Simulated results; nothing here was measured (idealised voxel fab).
process module | voxel trench capacitor
cross-section cut | 200 nm wide | cells 5 nm
A cross-section is a grid of square cells, given in bands from the top down. A band is one or more rows of cells.
Each band's line starts with the height of the band's top and of its bottom, in nm. Then come its materials from left to right, each with its width in nm. One material with "throughout" fills the band from edge to edge. "air" is empty space.
Height 0 is the level under which the wafer as received is all one material. The lowest band goes on downwards, as in "0 down".
A width such as "30 to 40" changes by the same amount from each row of cells to the next, from the band's top row to its bottom row.
"no change" after a step means that no cell of the cross-section changed.
closed voids: empty space of 8 cells or more with no open way to the top, each as width x height at its distance from the left edge, in nm
after a step's settings: what the simulator itself notes on the step
overlay nm, on a step with a mask: how far to the right of its planned place the mask lay; to the left if negative
plan
1 op RECEIVE | material Si
2 op CONFORMAL_DEP | material SiN | thk nm 5
3 op DIRECTIONAL_DEP | material aC | thk nm 15
4 op PATTERN | tone open | mask id TRENCH | material resist | width nm 25 | pitch nm 40 | thk nm 35 | overlay nm 0
5 op DIRECTIONAL_ETCH | etch materials aC | depth nm 15
6 op STRIP | etch materials resist
7 op DIRECTIONAL_ETCH | etch materials SiN | depth nm 5
8 op DIRECTIONAL_ETCH | etch materials Si | depth nm 35
9 op STRIP | etch materials aC
10 op CONFORMAL_DEP | material Al2O3 | thk nm 5
11 op FILL_DEP | material polySi | thk nm 5
12 op CMP | height nm 5
as received, after step 1
  0 down: Si throughout
  closed voids: none
first wafer at the end, as planned
  5 to 0: SiN 45 | Al2O3 5 | polySi 15 | Al2O3 5 | SiN 15 | Al2O3 5 | polySi 15 | Al2O3 5 | SiN 15 | Al2O3 5 | polySi 15 | Al2O3 5 | SiN 50
  0 to -30: Si 45 | Al2O3 5 | polySi 15 | Al2O3 5 | Si 15 | Al2O3 5 | polySi 15 | Al2O3 5 | Si 15 | Al2O3 5 | polySi 15 | Al2O3 5 | Si 50
  -30 to -35: Si 45 | Al2O3 25 | Si 15 | Al2O3 25 | Si 15 | Al2O3 25 | Si 50
  -35 down: Si throughout
  closed voids: none
second wafer at the end: like start, like plan, one mistake
  5 to 0: SiN 50 | Al2O3 5 | polySi 5 | Al2O3 5 | SiN 25 | Al2O3 5 | polySi 5 | Al2O3 5 | SiN 25 | Al2O3 5 | polySi 5 | Al2O3 5 | SiN 55
  0 to -30: Si 50 | Al2O3 5 | polySi 5 | Al2O3 5 | Si 25 | Al2O3 5 | polySi 5 | Al2O3 5 | Si 25 | Al2O3 5 | polySi 5 | Al2O3 5 | Si 55
  -30 to -35: Si 50 | Al2O3 15 | Si 25 | Al2O3 15 | Si 25 | Al2O3 15 | Si 55
  -35 down: Si throughout
  closed voids: none
what went wrong: step 4 ran as: op PATTERN | tone open | mask id TRENCH | material resist | width nm 15 | pitch nm 40 | thk nm 35 | overlay nm 0
at the end the second wafer has, in cells: 6 fewer of Al2O3 | 42 more of Si | 6 more of SiN | 42 fewer of polySi
